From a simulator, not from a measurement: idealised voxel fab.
Process module in this document: voxel self aligned vias
Cross-sectional view cut (width: 185 nm; square cell size: 5 nm).
How to read a cross-section here: the picture is a grid of square cells, written as bands going from the top down, and any band can span one or more rows of cells. The band entry comprises the height of the band's top followed by the height of its bottom, expressed in nm, and subsequently the band's materials from left to right, each stated together with its width in nm. Where a single material is marked with the word "edge to edge", that material fills the band from edge to edge. The word "blank" represents empty space. Zero point of the height axis is 0; under it, received wafer = one material. Lowest band: continues down indefinitely, "0 down". The expression "30 to 40" gives the width at the extremes of the band, the first number at its top row of cells and the second at its bottom row, with the width changing by equal amounts from each row to the next in between. "everything unchanged" after a step means that no cell of the cross-section changed. Closed empty spaces (no open way to the top) of 8 cells or more are what "Closed void catalog" lists, each as width x height at distance from the left edge, nm for all three. Step line, after settings: the simulator's comment on this step. overlay nm: for a step with a mask, the amount by which the mask lay right of where it was planned; a negative amount means left of it.

[Process steps foreseen in the plan]
1. RECEIVE [material Si]
2. CONFORMAL_DEP [material SiO2] [thk nm 15]
3. CONFORMAL_DEP [material SiCN] [thk nm 5]
4. DIRECTIONAL_DEP [material SiO2] [thk nm 30]
5. DIRECTIONAL_DEP [material aC] [thk nm 10]
6. PATTERN [tone open] [mask id LINES] [material resist] [width nm 25] [pitch nm 50] [thk nm 25] [overlay nm 0]
7. DIRECTIONAL_ETCH [etch materials aC] [depth nm 10]
8. STRIP [etch materials resist]
9. DIRECTIONAL_ETCH [etch materials SiO2] [depth nm 30]
10. STRIP [etch materials aC]
11. CONFORMAL_DEP [material TiN] [thk nm 5]
12. FILL_DEP [material W] [thk nm 5]
13. CMP [height nm 50]
14. SELECTIVE_ETCH [etch materials W Ru TiN] [depth nm 5]
15. FILL_DEP [material SiN] [thk nm 10]
16. CMP [height nm 50]
17. DIRECTIONAL_DEP [material SiO2] [thk nm 15]
18. MASKED_ETCH [tone open] [mask id VIAS] [width nm 35] [etch materials SiO2] [depth nm 15] [overlay nm 0]
19. MASKED_ETCH [tone open] [mask id VIAS] [width nm 35] [etch materials SiN] [depth nm 5] [overlay nm 0]
20. CONFORMAL_DEP [material TiN] [thk nm 5]
21. FILL_DEP [material Cu] [thk nm 10]
22. CMP [height nm 65]
23. CONFORMAL_DEP [material SiCN] [thk nm 5]

[Account of the first of two wafers, which was processed as intended]

[Cross-section, incoming material, after step 1]
	0 down = Si edge to edge
	Closed void catalog: none

[So this is the wafer cross-section right after step 2]
	15 to 0 = SiO2 edge to edge
	Note: structure below 0 unchanged.

[So this is the wafer cross-section right after step 3]
	20 to 15 = SiCN edge to edge
	Note: structure below 15 unchanged.

[So this is the wafer cross-section right after step 4]
	50 to 20 = SiO2 edge to edge
	Note: structure below 20 unchanged.

[So this is the wafer cross-section right after step 5]
	60 to 50 = aC edge to edge
	Note: structure below 50 unchanged.

[So this is the wafer cross-section right after step 6]
	85 to 60 = resist 55 nm; blank 25 nm; resist 25 nm; blank 25 nm; resist 55 nm
	Note: structure below 60 unchanged.

[So this is the wafer cross-section right after step 7]
	75 to 60 = resist 55 nm; blank 25 nm; resist 25 nm; blank 25 nm; resist 55 nm
	60 to 50 = aC 55 nm; blank 25 nm; aC 25 nm; blank 25 nm; aC 55 nm
	Note: structure below 50 unchanged.

[So this is the wafer cross-section right after step 8]
	60 to 50 = aC 55 nm; blank 25 nm; aC 25 nm; blank 25 nm; aC 55 nm
	Note: structure below 50 unchanged.

[So this is the wafer cross-section right after step 9]
	60 to 50 = aC 55 nm; blank 25 nm; aC 25 nm; blank 25 nm; aC 55 nm
	50 to 20 = SiO2 55 nm; blank 25 nm; SiO2 25 nm; blank 25 nm; SiO2 55 nm
	Note: structure below 20 unchanged.

[So this is the wafer cross-section right after step 10]
	50 to 20 = SiO2 55 nm; blank 25 nm; SiO2 25 nm; blank 25 nm; SiO2 55 nm
	Note: structure below 20 unchanged.

[So this is the wafer cross-section right after step 11]
	55 to 50 = TiN 60 nm; blank 15 nm; TiN 35 nm; blank 15 nm; TiN 60 nm
	50 to 25 = SiO2 55 nm; TiN 5 nm; blank 15 nm; TiN 5 nm; SiO2 25 nm; TiN 5 nm; blank 15 nm; TiN 5 nm; SiO2 55 nm
	25 to 20 = SiO2 55 nm; TiN 25 nm; SiO2 25 nm; TiN 25 nm; SiO2 55 nm
	Note: structure below 20 unchanged.

[So this is the wafer cross-section right after step 12]
	60 to 55 = W edge to edge
	55 to 50 = TiN 60 nm; W 15 nm; TiN 35 nm; W 15 nm; TiN 60 nm
	50 to 25 = SiO2 55 nm; TiN 5 nm; W 15 nm; TiN 5 nm; SiO2 25 nm; TiN 5 nm; W 15 nm; TiN 5 nm; SiO2 55 nm
	Note: structure below 25 unchanged.

[So this is the wafer cross-section right after step 13]
	50 to 25 = SiO2 55 nm; TiN 5 nm; W 15 nm; TiN 5 nm; SiO2 25 nm; TiN 5 nm; W 15 nm; TiN 5 nm; SiO2 55 nm
	Note: structure below 25 unchanged.

[So this is the wafer cross-section right after step 14]
	50 to 45 = SiO2 55 nm; blank 25 nm; SiO2 25 nm; blank 25 nm; SiO2 55 nm
	Note: structure below 45 unchanged.

[So this is the wafer cross-section right after step 15]
	60 to 50 = SiN edge to edge
	50 to 45 = SiO2 55 nm; SiN 25 nm; SiO2 25 nm; SiN 25 nm; SiO2 55 nm
	Note: structure below 45 unchanged.

[So this is the wafer cross-section right after step 16]
	50 to 45 = SiO2 55 nm; SiN 25 nm; SiO2 25 nm; SiN 25 nm; SiO2 55 nm
	Note: structure below 45 unchanged.

[So this is the wafer cross-section right after step 17]
	65 to 50 = SiO2 edge to edge
	Note: structure below 50 unchanged.

[So this is the wafer cross-section right after step 18]
	65 to 50 = SiO2 50 nm; blank 35 nm; SiO2 100 nm
	Note: structure below 50 unchanged.

[So this is the wafer cross-section right after step 19]
	65 to 50 = SiO2 50 nm; blank 35 nm; SiO2 100 nm
	50 to 45 = SiO2 55 nm; blank 25 nm; SiO2 25 nm; SiN 25 nm; SiO2 55 nm
	Note: structure below 45 unchanged.

[So this is the wafer cross-section right after step 20]
	70 to 65 = TiN 55 nm; blank 25 nm; TiN 105 nm
	65 to 55 = SiO2 50 nm; TiN 5 nm; blank 25 nm; TiN 5 nm; SiO2 100 nm
	55 to 50 = SiO2 50 nm; TiN 10 nm; blank 15 nm; TiN 10 nm; SiO2 100 nm
	50 to 45 = SiO2 55 nm; TiN 25 nm; SiO2 25 nm; SiN 25 nm; SiO2 55 nm
	Note: structure below 45 unchanged.

[So this is the wafer cross-section right after step 21]
	80 to 70 = Cu edge to edge
	70 to 65 = TiN 55 nm; Cu 25 nm; TiN 105 nm
	65 to 55 = SiO2 50 nm; TiN 5 nm; Cu 25 nm; TiN 5 nm; SiO2 100 nm
	55 to 50 = SiO2 50 nm; TiN 10 nm; Cu 15 nm; TiN 10 nm; SiO2 100 nm
	Note: structure below 50 unchanged.

[So this is the wafer cross-section right after step 22]
	65 to 55 = SiO2 50 nm; TiN 5 nm; Cu 25 nm; TiN 5 nm; SiO2 100 nm
	Note: structure below 55 unchanged.

[So this is the wafer cross-section right after step 23]
	70 to 65 = SiCN edge to edge
	Note: structure below 65 unchanged.

[Second wafer, same starting state and plan as the first, one mistake in the run, identical through step 17]

[Second wafer, cross-section, planned end of step 18]
	65 to 50 = blank 50 nm; SiO2 35 nm; blank 100 nm
	Note: structure below 50 unchanged.

Second wafer, cross-section, planned end of step 19: everything unchanged

[Second wafer, cross-section, planned end of step 20]
	70 to 65 = blank 45 nm; TiN 45 nm; blank 95 nm
	65 to 55 = blank 45 nm; TiN 5 nm; SiO2 35 nm; TiN 5 nm; blank 95 nm
	55 to 50 = TiN 50 nm; SiO2 35 nm; TiN 100 nm
	Note: structure below 50 unchanged.

[Second wafer, cross-section, planned end of step 21]
	80 to 70 = Cu edge to edge
	70 to 65 = Cu 45 nm; TiN 45 nm; Cu 95 nm
	65 to 55 = Cu 45 nm; TiN 5 nm; SiO2 35 nm; TiN 5 nm; Cu 95 nm
	Note: structure below 55 unchanged.

[Second wafer, cross-section, planned end of step 22]
	65 to 55 = Cu 45 nm; TiN 5 nm; SiO2 35 nm; TiN 5 nm; Cu 95 nm
	Note: structure below 55 unchanged.

[Second wafer, cross-section, planned end of step 23]
	70 to 65 = SiCN edge to edge
	Note: structure below 65 unchanged.
Heads up, the wafer didn't run the way we planned it: step 18 was processed under conditions differing from the plan, specifically as MASKED_ETCH [tone cover] [mask id VIAS] [width nm 35] [etch materials SiO2] [depth nm 15] [overlay nm 0]
FYI, end of process, the second wafer has more or fewer cells of some materials than the first: Cu: 43 more; SiN: 5 more; SiO2: 69 fewer; TiN: 21 more
